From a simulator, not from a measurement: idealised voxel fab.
process module | voxel gate over fins
Section cut is 165 nm wide and gridded with 5 nm square cells.
Notation: cross-section as square-cell grid; stated in bands, top first, going down; one or more cell rows per band. Heights first: top, then bottom, in nm. Then materials, left to right, each with a width in nm. "throughout" on a single material: fills the band edge to edge. "empty": empty space. Note: height 0 marks the level under which the wafer is uniformly one material as received. Lowest band unbounded below, written "0 -> down". It should be noted that a width expressed as "30..40" varies in equal increments from row to row of cells within the band, taking the value of the first number at the top row and that of the second number at the bottom row. It should be understood that the words "no change occurred", when stated for a given step, signify that the cross-section underwent no change in any of its cells during that step. Heads up: "Sealed void listing" only lists the empty pockets with no open path to the top that are 8 cells or more, and it writes them as width x height at distance, distance from the left edge, in nm. Read whatever lies past the settings on a step's line as the simulator's own remark about the step. overlay nm: for a step with a mask, the amount by which the mask lay right of where it was planned; a negative amount means left of it. Pairs from here to the end. Each: cross-section before one process step, cross-section after it, the latter only as far down as the lowest band that changed. Under each: the step between, and its settings. Mind that the pairs may be taken from different runs of this module on the same starting wafer; whether a pair continues from the pair above depends on its entry headed "Pre-step profile", and it does only where that entry says so.

Pre-step profile:
    10 -> 5  40 nm empty, 25 nm TiN, 30 nm empty, 25 nm TiN, 45 nm empty
    5 -> 0  40 nm empty, 5 nm TiN, 15 nm HfO2, 5 nm TiN, 30 nm empty, 5 nm TiN, 15 nm HfO2, 5 nm TiN, 45 nm empty
    0 -> -5  45 nm TiN, 5 nm HfO2, 5 nm Si, 5 nm HfO2, 40 nm TiN, 5 nm HfO2, 5 nm Si, 5 nm HfO2, 50 nm TiN
    -5 -> -10  50 nm HfO2, 5 nm Si, 50 nm HfO2, 5 nm Si, 55 nm HfO2
    -10 -> -20  50 nm SiO2, 5 nm Si, 50 nm SiO2, 5 nm Si, 55 nm SiO2
    -20 -> -30  50 nm SiO2, 5 nm Si, 15 nm SiO2, 5 nm TiN, 5 nm W, 5 nm TiN, 20 nm SiO2, 5 nm Si, 55 nm SiO2
    -30 -> -35  50 nm SiO2, 5 nm Si, 15 nm SiO2, 15 nm TiN, 20 nm SiO2, 5 nm Si, 55 nm SiO2
    -35 -> -45  50 nm SiO2, 5 nm Si, 50 nm SiO2, 5 nm Si, 55 nm SiO2
    -45 -> down  Si throughout
    Sealed void listing: none

Post-Process Section:
    15 -> 5  35 nm empty, 35 nm TiN, 20 nm empty, 35 nm TiN, 40 nm empty
    5 -> 0  45 nm TiN, 15 nm HfO2, 40 nm TiN, 15 nm HfO2, 50 nm TiN
    Nothing below the height 0 has changed.
    Sealed void listing: none
Between the two cross-sections shown above lies CONFORMAL_DEP: material TiN, thk nm 5

Pre-step profile: unchanged from the after cross-section in the pair immediately above; refer to that figure.

Post-Process Section:
    20 -> 15  30 nm empty, 45 nm TiAl, 10 nm empty, 45 nm TiAl, 35 nm empty
    15 -> 10  30 nm empty, 5 nm TiAl, 35 nm TiN, 5 nm TiAl, 10 nm empty, 5 nm TiAl, 35 nm TiN, 5 nm TiAl, 35 nm empty
    10 -> 5  35 nm TiAl, 35 nm TiN, 20 nm TiAl, 35 nm TiN, 40 nm TiAl
    Nothing below the height 5 has changed.
    Sealed void listing: none
Between the two cross-sections shown above lies CONFORMAL_DEP: material TiAl, thk nm 5

Pre-step profile: unchanged from the after cross-section in the pair immediately above; refer to that figure.

Post-Process Section:
    35 -> 20  W throughout
    20 -> 15  30 nm W, 45 nm TiAl, 10 nm W, 45 nm TiAl, 35 nm W
    15 -> 10  30 nm W, 5 nm TiAl, 35 nm TiN, 5 nm TiAl, 10 nm W, 5 nm TiAl, 35 nm TiN, 5 nm TiAl, 35 nm W
    Nothing below the height 10 has changed.
    Sealed void listing: none
Between the two cross-sections shown above lies FILL_DEP: material W, thk nm 15

Pre-step profile: unchanged from the after cross-section in the pair immediately above; refer to that figure.

Post-Process Section:
    30 -> 20  W throughout
    Nothing below the height 20 has changed.
    Sealed void listing: none
Between the two cross-sections shown above lies CMP: height nm 30

Pre-step profile: unchanged from the after cross-section in the pair immediately above; refer to that figure.

Post-Process Section:
    35 -> 30  SiN throughout
    Nothing below the height 30 has changed.
    Sealed void listing: none
Between the two cross-sections shown above lies CONFORMAL_DEP: material SiN, thk nm 5

Pre-step profile:
    5 -> 0  45 nm empty, 15 nm SiN, 40 nm empty, 15 nm SiN, 50 nm empty
    0 -> down  Si throughout
    Sealed void listing: none

Post-Process Section:
    5 -> 0  45 nm empty, 15 nm SiN, 40 nm empty, 15 nm SiN, 50 nm empty
    0 -> -45  45 nm empty, 15 nm Si, 40 nm empty, 15 nm Si, 50 nm empty
    Nothing below the height -45 has changed.
    Sealed void listing: none
Between the two cross-sections shown above lies MASKED_ETCH: tone cover, mask id FINS, width nm 15, pitch nm 55, etch materials Si, depth nm 45, overlay nm 0

Pre-step profile: unchanged from the after cross-section in the pair immediately above; refer to that figure.

Post-Process Section:
    5 -> 0  45 nm empty, 15 nm SiN, 40 nm empty, 15 nm SiN, 50 nm empty
    0 -> -45  45 nm empty, 5 nm SiO2, 5 nm Si, 5 nm SiO2, 40 nm empty, 5 nm SiO2, 5 nm Si, 5 nm SiO2, 50 nm empty
    -45 -> -50  50 nm SiO2, 5 nm Si, 50 nm SiO2, 5 nm Si, 55 nm SiO2
    Nothing below the height -50 has changed.
    Sealed void listing: none
Between the two cross-sections shown above lies OXIDIZE: depth nm 5

Pre-step profile: unchanged from the after cross-section in the pair immediately above; refer to that figure.

Post-Process Section:
    20 -> 5  SiO2 throughout
    5 -> 0  45 nm SiO2, 15 nm SiN, 40 nm SiO2, 15 nm SiN, 50 nm SiO2
    0 -> -50  50 nm SiO2, 5 nm Si, 50 nm SiO2, 5 nm Si, 55 nm SiO2
    Nothing below the height -50 has changed.
    Sealed void listing: none
Between the two cross-sections shown above lies FILL_DEP: material SiO2, thk nm 15

Pre-step profile: unchanged from the after cross-section in the pair immediately above; refer to that figure.

Post-Process Section:
    5 -> 0  45 nm SiO2, 15 nm SiN, 40 nm SiO2, 15 nm SiN, 50 nm SiO2
    Nothing below the height 0 has changed.
    Sealed void listing: none
Between the two cross-sections shown above lies CMP: height nm 5

Pre-step profile: unchanged from the after cross-section in the pair immediately above; refer to that figure.

Post-Process Section:
    20 -> 5  70 nm resist, 15 nm empty, 80 nm resist
    Nothing below the height 5 has changed.
    Sealed void listing: none
Between the two cross-sections shown above lies PATTERN: tone open, mask id RAIL, material resist, width nm 15, thk nm 15, overlay nm 0

Pre-step profile: unchanged from the after cross-section in the pair immediately above; refer to that figure.

Post-Process Section:
    20 -> 5  70 nm resist, 15 nm empty, 80 nm resist
    5 -> 0  45 nm SiO2, 15 nm SiN, 10 nm SiO2, 15 nm empty, 15 nm SiO2, 15 nm SiN, 50 nm SiO2
    0 -> -35  50 nm SiO2, 5 nm Si, 15 nm SiO2, 15 nm empty, 20 nm SiO2, 5 nm Si, 55 nm SiO2
    Nothing below the height -35 has changed.
    Sealed void listing: none
Between the two cross-sections shown above lies DIRECTIONAL_ETCH: etch materials SiO2, depth nm 40

Pre-step profile: unchanged from the after cross-section in the pair immediately above; refer to that figure.

Post-Process Section:
    5 -> 0  45 nm SiO2, 15 nm SiN, 10 nm SiO2, 15 nm empty, 15 nm SiO2, 15 nm SiN, 50 nm SiO2
    Nothing below the height 0 has changed.
    Sealed void listing: none
Between the two cross-sections shown above lies STRIP: etch materials resist

Pre-step profile: unchanged from the after cross-section in the pair immediately above; refer to that figure.

Post-Process Section:
    10 -> 5  75 nm TiN, 5 nm empty, 85 nm TiN
    5 -> 0  45 nm SiO2, 15 nm SiN, 10 nm SiO2, 5 nm TiN, 5 nm empty, 5 nm TiN, 15 nm SiO2, 15 nm SiN, 50 nm SiO2
    0 -> -30  50 nm SiO2, 5 nm Si, 15 nm SiO2, 5 nm TiN, 5 nm empty, 5 nm TiN, 20 nm SiO2, 5 nm Si, 55 nm SiO2
    -30 -> -35  50 nm SiO2, 5 nm Si, 15 nm SiO2, 15 nm TiN, 20 nm SiO2, 5 nm Si, 55 nm SiO2
    Nothing below the height -35 has changed.
    Sealed void listing: none
Between the two cross-sections shown above lies CONFORMAL_DEP: material TiN, thk nm 5

Pre-step profile: unchanged from the after cross-section in the pair immediately above; refer to that figure.

Post-Process Section:
    15 -> 10  W throughout
    10 -> 5  75 nm TiN, 5 nm W, 85 nm TiN
    5 -> 0  45 nm SiO2, 15 nm SiN, 10 nm SiO2, 5 nm TiN, 5 nm W, 5 nm TiN, 15 nm SiO2, 15 nm SiN, 50 nm SiO2
    0 -> -30  50 nm SiO2, 5 nm Si, 15 nm SiO2, 5 nm TiN, 5 nm W, 5 nm TiN, 20 nm SiO2, 5 nm Si, 55 nm SiO2
    Nothing below the height -30 has changed.
    Sealed void listing: none
Between the two cross-sections shown above lies FILL_DEP: material W, thk nm 5

Pre-step profile: unchanged from the after cross-section in the pair immediately above; refer to that figure.

Post-Process Section:
    5 -> 0  45 nm SiO2, 15 nm SiN, 10 nm SiO2, 5 nm TiN, 5 nm W, 5 nm TiN, 15 nm SiO2, 15 nm SiN, 50 nm SiO2
    Nothing below the height 0 has changed.
    Sealed void listing: none
Between the two cross-sections shown above lies CMP: height nm 5

Pre-step profile: unchanged from the after cross-section in the pair immediately above; refer to that figure.

Post-Process Section:
    5 -> 0  45 nm SiO2, 15 nm SiN, 10 nm SiO2, 15 nm empty, 15 nm SiO2, 15 nm SiN, 50 nm SiO2
    0 -> -20  50 nm SiO2, 5 nm Si, 15 nm SiO2, 15 nm empty, 20 nm SiO2, 5 nm Si, 55 nm SiO2
    Nothing below the height -20 has changed.
    Sealed void listing: none
Between the two cross-sections shown above lies SELECTIVE_ETCH: etch materials W Ru TiN, depth nm 25

Pre-step profile: unchanged from the after cross-section in the pair immediately above; refer to that figure.

Post-Process Section:
    10 -> 5  SiO2 throughout
    5 -> 0  45 nm SiO2, 15 nm SiN, 40 nm SiO2, 15 nm SiN, 50 nm SiO2
    0 -> -20  50 nm SiO2, 5 nm Si, 50 nm SiO2, 5 nm Si, 55 nm SiO2
    Nothing below the height -20 has changed.
    Sealed void listing: none
Between the two cross-sections shown above lies FILL_DEP: material SiO2, thk nm 5

Pre-step profile: unchanged from the after cross-section in the pair immediately above; refer to that figure.

Post-Process Section:
    5 -> 0  45 nm SiO2, 15 nm SiN, 40 nm SiO2, 15 nm SiN, 50 nm SiO2
    Nothing below the height 0 has changed.
    Sealed void listing: none
Between the two cross-sections shown above lies CMP: height nm 5

Pre-step profile: unchanged from the after cross-section in the pair immediately above; refer to that figure.

Post-Process Section:
    5 -> 0  45 nm empty, 15 nm SiN, 40 nm empty, 15 nm SiN, 50 nm empty
    0 -> -10  50 nm empty, 5 nm Si, 50 nm empty, 5 nm Si, 55 nm empty
    Nothing below the height -10 has changed.
    Sealed void listing: none
Between the two cross-sections shown above lies SELECTIVE_ETCH: etch materials SiO2, depth nm 15

Pre-step profile: unchanged from the after cross-section in the pair immediately above; refer to that figure.

Post-Process Section:
    0 -> -10  50 nm empty, 5 nm Si, 50 nm empty, 5 nm Si, 55 nm empty
    Nothing below the height -10 has changed.
    Sealed void listing: none
Between the two cross-sections shown above lies STRIP: etch materials SiN

Pre-step profile: unchanged from the after cross-section in the pair immediately above; refer to that figure.

Post-Process Section:
    5 -> 0  45 nm empty, 15 nm HfO2, 40 nm empty, 15 nm HfO2, 50 nm empty
    0 -> -5  45 nm empty, 5 nm HfO2, 5 nm Si, 5 nm HfO2, 40 nm empty, 5 nm HfO2, 5 nm Si, 5 nm HfO2, 50 nm empty
    -5 -> -10  50 nm HfO2, 5 nm Si, 50 nm HfO2, 5 nm Si, 55 nm HfO2
    Nothing below the height -10 has changed.
    Sealed void listing: none
Between the two cross-sections shown above lies CONFORMAL_DEP: material HfO2, thk nm 5

Pre-step profile: unchanged from the after cross-section in the pair immediately above; refer to that figure.

Post-Process Section:
    10 -> 5  40 nm empty, 25 nm TiN, 30 nm empty, 25 nm TiN, 45 nm empty
    5 -> 0  40 nm empty, 5 nm TiN, 15 nm HfO2, 5 nm TiN, 30 nm empty, 5 nm TiN, 15 nm HfO2, 5 nm TiN, 45 nm empty
    0 -> -5  45 nm TiN, 5 nm HfO2, 5 nm Si, 5 nm HfO2, 40 nm TiN, 5 nm HfO2, 5 nm Si, 5 nm HfO2, 50 nm TiN
    Nothing below the height -5 has changed.
    Sealed void listing: none
Between the two cross-sections shown above lies CONFORMAL_DEP: material TiN, thk nm 5

Pre-step profile: unchanged from the after cross-section in the pair immediately above; refer to that figure.

Post-Process Section:
    15 -> 10  35 nm empty, 35 nm TiAl, 20 nm empty, 35 nm TiAl, 40 nm empty
    10 -> 5  35 nm empty, 5 nm TiAl, 25 nm TiN, 5 nm TiAl, 20 nm empty, 5 nm TiAl, 25 nm TiN, 5 nm TiAl, 40 nm empty
    5 -> 0  40 nm TiAl, 5 nm TiN, 15 nm HfO2, 5 nm TiN, 30 nm TiAl, 5 nm TiN, 15 nm HfO2, 5 nm TiN, 45 nm TiAl
    Nothing below the height 0 has changed.
    Sealed void listing: none
Between the two cross-sections shown above lies CONFORMAL_DEP: material TiAl, thk nm 5

Pre-step profile: unchanged from the after cross-section in the pair immediately above; refer to that figure.

Post-Process Section:
    20 -> 15  30 nm empty, 45 nm TiN, 10 nm empty, 45 nm TiN, 35 nm empty
    15 -> 10  30 nm empty, 5 nm TiN, 35 nm TiAl, 5 nm TiN, 10 nm empty, 5 nm TiN, 35 nm TiAl, 5 nm TiN, 35 nm empty
    10 -> 5  35 nm TiN, 5 nm TiAl, 25 nm TiN, 5 nm TiAl, 20 nm TiN, 5 nm TiAl, 25 nm TiN, 5 nm TiAl, 40 nm TiN
    Nothing below the height 5 has changed.
    Sealed void listing: none
Between the two cross-sections shown above lies CONFORMAL_DEP: material TiN, thk nm 5

Pre-step profile: unchanged from the after cross-section in the pair immediately above; refer to that figure.

Post-Process Section:
    35 -> 20  W throughout
    20 -> 15  30 nm W, 45 nm TiN, 10 nm W, 45 nm TiN, 35 nm W
    15 -> 10  30 nm W, 5 nm TiN, 35 nm TiAl, 5 nm TiN, 10 nm W, 5 nm TiN, 35 nm TiAl, 5 nm TiN, 35 nm W
    Nothing below the height 10 has changed.
    Sealed void listing: none
Between the two cross-sections shown above lies FILL_DEP: material W, thk nm 15

Pre-step profile: unchanged from the after cross-section in the pair immediately above; refer to that figure.

Post-Process Section:
    30 -> 20  W throughout
    Nothing below the height 20 has changed.
    Sealed void listing: none
Between the two cross-sections shown above lies CMP: height nm 30

Pre-step profile: unchanged from the after cross-section in the pair immediately above; refer to that figure.

Post-Process Section:
    35 -> 30  SiN throughout
    Nothing below the height 30 has changed.
    Sealed void listing: none
Between the two cross-sections shown above lies CONFORMAL_DEP: material SiN, thk nm 5

Pre-step profile:
    5 -> 0  SiN throughout
    0 -> down  Si throughout
    Sealed void listing: none

Post-Process Section:
    5 -> 0  40 nm empty, 25 nm SiN, 30 nm empty, 25 nm SiN, 45 nm empty
    Nothing below the height 0 has changed.
    Sealed void listing: none
Between the two cross-sections shown above lies MASKED_ETCH: tone cover, mask id FINS, width nm 25, pitch nm 55, etch materials SiN, depth nm 5, overlay nm 0

Pre-step profile: unchanged from the after cross-section in the pair immediately above; refer to that figure.

Post-Process Section:
    5 -> 0  40 nm empty, 25 nm SiN, 30 nm empty, 25 nm SiN, 45 nm empty
    0 -> -40  40 nm empty, 25 nm Si, 30 nm empty, 25 nm Si, 45 nm empty
    Nothing below the height -40 has changed.
    Sealed void listing: none
Between the two cross-sections shown above lies MASKED_ETCH: tone cover, mask id FINS, width nm 15, pitch nm 55, etch materials Si, depth nm 40, overlay nm 0

Pre-step profile: unchanged from the after cross-section in the pair immediately above; refer to that figure.

Post-Process Section:
    5 -> 0  40 nm empty, 25 nm SiN, 30 nm empty, 25 nm SiN, 45 nm empty
    0 -> -40  40 nm empty, 5 nm SiO2, 15 nm Si, 5 nm SiO2, 30 nm empty, 5 nm SiO2, 15 nm Si, 5 nm SiO2, 45 nm empty
    -40 -> -45  45 nm SiO2, 15 nm Si, 40 nm SiO2, 15 nm Si, 50 nm SiO2
    Nothing below the height -45 has changed.
    Sealed void listing: none
Between the two cross-sections shown above lies OXIDIZE: depth nm 5

Pre-step profile: unchanged from the after cross-section in the pair immediately above; refer to that figure.

Post-Process Section:
    20 -> 5  SiO2 throughout
    5 -> 0  40 nm SiO2, 25 nm SiN, 30 nm SiO2, 25 nm SiN, 45 nm SiO2
    0 -> -45  45 nm SiO2, 15 nm Si, 40 nm SiO2, 15 nm Si, 50 nm SiO2
    Nothing below the height -45 has changed.
    Sealed void listing: none
Between the two cross-sections shown above lies FILL_DEP: material SiO2, thk nm 15

Pre-step profile: unchanged from the after cross-section in the pair immediately above; refer to that figure.

Post-Process Section:
    5 -> 0  40 nm SiO2, 25 nm SiN, 30 nm SiO2, 25 nm SiN, 45 nm SiO2
    Nothing below the height 0 has changed.
    Sealed void listing: none
Between the two cross-sections shown above lies CMP: height nm 5

Pre-step profile: unchanged from the after cross-section in the pair immediately above; refer to that figure.

Post-Process Section:
    20 -> 5  70 nm resist, 15 nm empty, 80 nm resist
    Nothing below the height 5 has changed.
    Sealed void listing: none
Between the two cross-sections shown above lies PATTERN: tone open, mask id RAIL, material resist, width nm 15, thk nm 15, overlay nm 0

Pre-step profile: unchanged from the after cross-section in the pair immediately above; refer to that figure.

Post-Process Section:
    20 -> 5  70 nm resist, 15 nm empty, 80 nm resist
    5 -> 0  40 nm SiO2, 25 nm SiN, 5 nm SiO2, 15 nm empty, 10 nm SiO2, 25 nm SiN, 45 nm SiO2
    0 -> -35  45 nm SiO2, 15 nm Si, 10 nm SiO2, 15 nm empty, 15 nm SiO2, 15 nm Si, 50 nm SiO2
    Nothing below the height -35 has changed.
    Sealed void listing: none
Between the two cross-sections shown above lies DIRECTIONAL_ETCH: etch materials SiO2, depth nm 40

Pre-step profile: unchanged from the after cross-section in the pair immediately above; refer to that figure.

Post-Process Section:
    5 -> 0  40 nm SiO2, 25 nm SiN, 5 nm SiO2, 15 nm empty, 10 nm SiO2, 25 nm SiN, 45 nm SiO2
    Nothing below the height 0 has changed.
    Sealed void listing: none
Between the two cross-sections shown above lies STRIP: etch materials resist

Pre-step profile: unchanged from the after cross-section in the pair immediately above; refer to that figure.

Post-Process Section:
    10 -> 5  75 nm TiN, 5 nm empty, 85 nm TiN
    5 -> 0  40 nm SiO2, 25 nm SiN, 5 nm SiO2, 5 nm TiN, 5 nm empty, 5 nm TiN, 10 nm SiO2, 25 nm SiN, 45 nm SiO2
    0 -> -30  45 nm SiO2, 15 nm Si, 10 nm SiO2, 5 nm TiN, 5 nm empty, 5 nm TiN, 15 nm SiO2, 15 nm Si, 50 nm SiO2
    -30 -> -35  45 nm SiO2, 15 nm Si, 10 nm SiO2, 15 nm TiN, 15 nm SiO2, 15 nm Si, 50 nm SiO2
    Nothing below the height -35 has changed.
    Sealed void listing: none
Between the two cross-sections shown above lies CONFORMAL_DEP: material TiN, thk nm 5

Pre-step profile: unchanged from the after cross-section in the pair immediately above; refer to that figure.

Post-Process Section:
    15 -> 10  W throughout
    10 -> 5  75 nm TiN, 5 nm W, 85 nm TiN
    5 -> 0  40 nm SiO2, 25 nm SiN, 5 nm SiO2, 5 nm TiN, 5 nm W, 5 nm TiN, 10 nm SiO2, 25 nm SiN, 45 nm SiO2
    0 -> -30  45 nm SiO2, 15 nm Si, 10 nm SiO2, 5 nm TiN, 5 nm W, 5 nm TiN, 15 nm SiO2, 15 nm Si, 50 nm SiO2
    Nothing below the height -30 has changed.
    Sealed void listing: none
Between the two cross-sections shown above lies FILL_DEP: material W, thk nm 5

Pre-step profile: unchanged from the after cross-section in the pair immediately above; refer to that figure.

Post-Process Section:
    5 -> 0  40 nm SiO2, 25 nm SiN, 5 nm SiO2, 5 nm TiN, 5 nm W, 5 nm TiN, 10 nm SiO2, 25 nm SiN, 45 nm SiO2
    Nothing below the height 0 has changed.
    Sealed void listing: none
Between the two cross-sections shown above lies CMP: height nm 5

Pre-step profile: unchanged from the after cross-section in the pair immediately above; refer to that figure.

Post-Process Section:
    5 -> 0  40 nm SiO2, 25 nm SiN, 5 nm SiO2, 15 nm empty, 10 nm SiO2, 25 nm SiN, 45 nm SiO2
    0 -> -20  45 nm SiO2, 15 nm Si, 10 nm SiO2, 15 nm empty, 15 nm SiO2, 15 nm Si, 50 nm SiO2
    Nothing below the height -20 has changed.
    Sealed void listing: none
Between the two cross-sections shown above lies SELECTIVE_ETCH: etch materials W Ru TiN, depth nm 25

Pre-step profile: unchanged from the after cross-section in the pair immediately above; refer to that figure.

Post-Process Section:
    10 -> 5  SiO2 throughout
    5 -> 0  40 nm SiO2, 25 nm SiN, 30 nm SiO2, 25 nm SiN, 45 nm SiO2
    0 -> -20  45 nm SiO2, 15 nm Si, 40 nm SiO2, 15 nm Si, 50 nm SiO2
    Nothing below the height -20 has changed.
    Sealed void listing: none
Between the two cross-sections shown above lies FILL_DEP: material SiO2, thk nm 5

Pre-step profile: unchanged from the after cross-section in the pair immediately above; refer to that figure.

Post-Process Section:
    5 -> 0  40 nm SiO2, 25 nm SiN, 30 nm SiO2, 25 nm SiN, 45 nm SiO2
    Nothing below the height 0 has changed.
    Sealed void listing: none
Between the two cross-sections shown above lies CMP: height nm 5

Pre-step profile: unchanged from the after cross-section in the pair immediately above; refer to that figure.

Post-Process Section:
    5 -> 0  40 nm empty, 25 nm SiN, 30 nm empty, 25 nm SiN, 45 nm empty
    0 -> -10  45 nm empty, 15 nm Si, 40 nm empty, 15 nm Si, 50 nm empty
    Nothing below the height -10 has changed.
    Sealed void listing: none
Between the two cross-sections shown above lies SELECTIVE_ETCH: etch materials SiO2, depth nm 15

Pre-step profile: unchanged from the after cross-section in the pair immediately above; refer to that figure.

Post-Process Section:
    0 -> -10  45 nm empty, 15 nm Si, 40 nm empty, 15 nm Si, 50 nm empty
    Nothing below the height -10 has changed.
    Sealed void listing: none
Between the two cross-sections shown above lies STRIP: etch materials SiN

Pre-step profile: unchanged from the after cross-section in the pair immediately above; refer to that figure.

Post-Process Section:
    5 -> 0  40 nm empty, 25 nm HfO2, 30 nm empty, 25 nm HfO2, 45 nm empty
    0 -> -5  40 nm empty, 5 nm HfO2, 15 nm Si, 5 nm HfO2, 30 nm empty, 5 nm HfO2, 15 nm Si, 5 nm HfO2, 45 nm empty
    -5 -> -10  45 nm HfO2, 15 nm Si, 40 nm HfO2, 15 nm Si, 50 nm HfO2
    Nothing below the height -10 has changed.
    Sealed void listing: none
Between the two cross-sections shown above lies CONFORMAL_DEP: material HfO2, thk nm 5

Pre-step profile: unchanged from the after cross-section in the pair immediately above; refer to that figure.

Post-Process Section:
    10 -> 5  35 nm empty, 35 nm TiN, 20 nm empty, 35 nm TiN, 40 nm empty
    5 -> 0  35 nm empty, 5 nm TiN, 25 nm HfO2, 5 nm TiN, 20 nm empty, 5 nm TiN, 25 nm HfO2, 5 nm TiN, 40 nm empty
    0 -> -5  40 nm TiN, 5 nm HfO2, 15 nm Si, 5 nm HfO2, 30 nm TiN, 5 nm HfO2, 15 nm Si, 5 nm HfO2, 45 nm TiN
    Nothing below the height -5 has changed.
    Sealed void listing: none
Between the two cross-sections shown above lies CONFORMAL_DEP: material TiN, thk nm 5

Pre-step profile: unchanged from the after cross-section in the pair immediately above; refer to that figure.

Post-Process Section:
    15 -> 10  30 nm empty, 45 nm TiAl, 10 nm empty, 45 nm TiAl, 35 nm empty
    10 -> 5  30 nm empty, 5 nm TiAl, 35 nm TiN, 5 nm TiAl, 10 nm empty, 5 nm TiAl, 35 nm TiN, 5 nm TiAl, 35 nm empty
    5 -> 0  35 nm TiAl, 5 nm TiN, 25 nm HfO2, 5 nm TiN, 20 nm TiAl, 5 nm TiN, 25 nm HfO2, 5 nm TiN, 40 nm TiAl
    Nothing below the height 0 has changed.
    Sealed void listing: none
Between the two cross-sections shown above lies CONFORMAL_DEP: material TiAl, thk nm 5

Pre-step profile: unchanged from the after cross-section in the pair immediately above; refer to that figure.

Post-Process Section:
    20 -> 15  25 nm empty, 110 nm TiN, 30 nm empty
    15 -> 10  25 nm empty, 5 nm TiN, 45 nm TiAl, 10 nm TiN, 45 nm TiAl, 5 nm TiN, 30 nm empty
    10 -> 5  30 nm TiN, 5 nm TiAl, 35 nm TiN, 5 nm TiAl, 10 nm TiN, 5 nm TiAl, 35 nm TiN, 5 nm TiAl, 35 nm TiN
    Nothing below the height 5 has changed.
    Sealed void listing: none
Between the two cross-sections shown above lies CONFORMAL_DEP: material TiN, thk nm 5

Pre-step profile: unchanged from the after cross-section in the pair immediately above; refer to that figure.

Post-Process Section:
    35 -> 20  W throughout
    20 -> 15  25 nm W, 110 nm TiN, 30 nm W
    15 -> 10  25 nm W, 5 nm TiN, 45 nm TiAl, 10 nm TiN, 45 nm TiAl, 5 nm TiN, 30 nm W
    Nothing below the height 10 has changed.
    Sealed void listing: none
Between the two cross-sections shown above lies FILL_DEP: material W, thk nm 15

Pre-step profile: unchanged from the after cross-section in the pair immediately above; refer to that figure.

Post-Process Section:
    30 -> 20  W throughout
    Nothing below the height 20 has changed.
    Sealed void listing: none
Between the two cross-sections shown above lies CMP: height nm 30

Pre-step profile: unchanged from the after cross-section in the pair immediately above; refer to that figure.

Post-Process Section:
    35 -> 30  SiN throughout
    Nothing below the height 30 has changed.
    Sealed void listing: none
Between the two cross-sections shown above lies CONFORMAL_DEP: material SiN, thk nm 5

Pre-step profile:
    5 -> 0  45 nm SiO2, 15 nm SiN, 40 nm SiO2, 15 nm SiN, 50 nm SiO2
    0 -> -45  50 nm SiO2, 5 nm Si, 50 nm SiO2, 5 nm Si, 55 nm SiO2
    -45 -> down  Si throughout
    Sealed void listing: none

Post-Process Section:
    20 -> 5  75 nm resist, 15 nm empty, 75 nm resist
    Nothing below the height 5 has changed.
    Sealed void listing: none
Between the two cross-sections shown above lies PATTERN: tone open, mask id RAIL, material resist, width nm 15, thk nm 15, overlay nm 5

Pre-step profile: unchanged from the after cross-section in the pair immediately above; refer to that figure.

Post-Process Section:
    20 -> 5  75 nm resist, 15 nm empty, 75 nm resist
    5 -> 0  45 nm SiO2, 15 nm SiN, 15 nm SiO2, 15 nm empty, 10 nm SiO2, 15 nm SiN, 50 nm SiO2
    0 -> -35  50 nm SiO2, 5 nm Si, 20 nm SiO2, 15 nm empty, 15 nm SiO2, 5 nm Si, 55 nm SiO2
    Nothing below the height -35 has changed.
    Sealed void listing: none
Between the two cross-sections shown above lies DIRECTIONAL_ETCH: etch materials SiO2, depth nm 40

Pre-step profile: unchanged from the after cross-section in the pair immediately above; refer to that figure.

Post-Process Section:
    5 -> 0  45 nm SiO2, 15 nm SiN, 15 nm SiO2, 15 nm empty, 10 nm SiO2, 15 nm SiN, 50 nm SiO2
    Nothing below the height 0 has changed.
    Sealed void listing: none
Between the two cross-sections shown above lies STRIP: etch materials resist

Pre-step profile: unchanged from the after cross-section in the pair immediately above; refer to that figure.

Post-Process Section:
    10 -> 5  80 nm TiN, 5 nm empty, 80 nm TiN
    5 -> 0  45 nm SiO2, 15 nm SiN, 15 nm SiO2, 5 nm TiN, 5 nm empty, 5 nm TiN, 10 nm SiO2, 15 nm SiN, 50 nm SiO2
    0 -> -30  50 nm SiO2, 5 nm Si, 20 nm SiO2, 5 nm TiN, 5 nm empty, 5 nm TiN, 15 nm SiO2, 5 nm Si, 55 nm SiO2
    -30 -> -35  50 nm SiO2, 5 nm Si, 20 nm SiO2, 15 nm TiN, 15 nm SiO2, 5 nm Si, 55 nm SiO2
    Nothing below the height -35 has changed.
    Sealed void listing: none
Between the two cross-sections shown above lies CONFORMAL_DEP: material TiN, thk nm 5

Pre-step profile: unchanged from the after cross-section in the pair immediately above; refer to that figure.

Post-Process Section:
    15 -> 10  W throughout
    10 -> 5  80 nm TiN, 5 nm W, 80 nm TiN
    5 -> 0  45 nm SiO2, 15 nm SiN, 15 nm SiO2, 5 nm TiN, 5 nm W, 5 nm TiN, 10 nm SiO2, 15 nm SiN, 50 nm SiO2
    0 -> -30  50 nm SiO2, 5 nm Si, 20 nm SiO2, 5 nm TiN, 5 nm W, 5 nm TiN, 15 nm SiO2, 5 nm Si, 55 nm SiO2
    Nothing below the height -30 has changed.
    Sealed void listing: none
Between the two cross-sections shown above lies FILL_DEP: material W, thk nm 5

Pre-step profile: unchanged from the after cross-section in the pair immediately above; refer to that figure.

Post-Process Section:
    5 -> 0  45 nm SiO2, 15 nm SiN, 15 nm SiO2, 5 nm TiN, 5 nm W, 5 nm TiN, 10 nm SiO2, 15 nm SiN, 50 nm SiO2
    Nothing below the height 0 has changed.
    Sealed void listing: none
Between the two cross-sections shown above lies CMP: height nm 5

Pre-step profile: unchanged from the after cross-section in the pair immediately above; refer to that figure.

Post-Process Section:
    5 -> 0  45 nm SiO2, 15 nm SiN, 15 nm SiO2, 15 nm empty, 10 nm SiO2, 15 nm SiN, 50 nm SiO2
    0 -> -20  50 nm SiO2, 5 nm Si, 20 nm SiO2, 15 nm empty, 15 nm SiO2, 5 nm Si, 55 nm SiO2
    Nothing below the height -20 has changed.
    Sealed void listing: none
Between the two cross-sections shown above lies SELECTIVE_ETCH: etch materials W Ru TiN, depth nm 25

Pre-step profile: unchanged from the after cross-section in the pair immediately above; refer to that figure.

Post-Process Section:
    10 -> 5  SiO2 throughout
    5 -> 0  45 nm SiO2, 15 nm SiN, 40 nm SiO2, 15 nm SiN, 50 nm SiO2
    0 -> -20  50 nm SiO2, 5 nm Si, 50 nm SiO2, 5 nm Si, 55 nm SiO2
    Nothing below the height -20 has changed.
    Sealed void listing: none
Between the two cross-sections shown above lies FILL_DEP: material SiO2, thk nm 5

Pre-step profile: unchanged from the after cross-section in the pair immediately above; refer to that figure.

Post-Process Section:
    5 -> 0  45 nm SiO2, 15 nm SiN, 40 nm SiO2, 15 nm SiN, 50 nm SiO2
    Nothing below the height 0 has changed.
    Sealed void listing: none
Between the two cross-sections shown above lies CMP: height nm 5
